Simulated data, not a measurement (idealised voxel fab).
process module | voxel tone inversion
cross-section cut | 300 nm wide | cells 5 nm
A cross-section is a grid of square cells, given in bands from the top down. A band is one or more rows of cells.
Each band's line starts with the height of the band's top and of its bottom, in nm. Then come its materials from left to right, each with its width in nm. One material with "throughout" fills the band from edge to edge. "air" is empty space.
Height 0 is the level under which the wafer as received is all one material. The lowest band goes on downwards, as in "0 down".
A width such as "30 to 40" changes by the same amount from each row of cells to the next, from the band's top row to its bottom row.
"no change" after a step means that no cell of the cross-section changed.
closed voids: empty space of 8 cells or more with no open way to the top, each as width x height at its distance from the left edge, in nm
after a step's settings: what the simulator itself notes on the step
overlay nm, on a step with a mask: how far to the right of its planned place the mask lay; to the left if negative
plan
1 op RECEIVE | material Si
2 op CONFORMAL_DEP | material SiCN | thk nm 5
3 op DIRECTIONAL_DEP | material polySi | thk nm 15
4 op PATTERN | tone cover | mask id POSTS | material resist | width nm 20 | pitch nm 40 | thk nm 25 | overlay nm 0
5 op DIRECTIONAL_ETCH | etch materials polySi | depth nm 15
6 op STRIP | etch materials resist
7 op FILL_DEP | material SiO2 | thk nm 5
8 op CMP | height nm 20
9 op STRIP | etch materials polySi
as received, after step 1
  0 down: Si throughout
  closed voids: none
first wafer at the end, as planned
  20 to 5: SiO2 120 | air 20 | SiO2 20 | air 20 | SiO2 120
  5 to 0: SiCN throughout
  0 down: Si throughout
  closed voids: none
second wafer at the end: like start, like plan, one mistake
  20 to 15: SiO2 throughout
  15 to 0: SiO2 120 | polySi 20 | SiO2 20 | polySi 20 | SiO2 120
  0 down: Si throughout
  closed voids: none
what went wrong: step 2 was left out
at the end the second wafer has, in cells: 60 fewer of SiCN | 60 more of SiO2 | 24 more of polySi
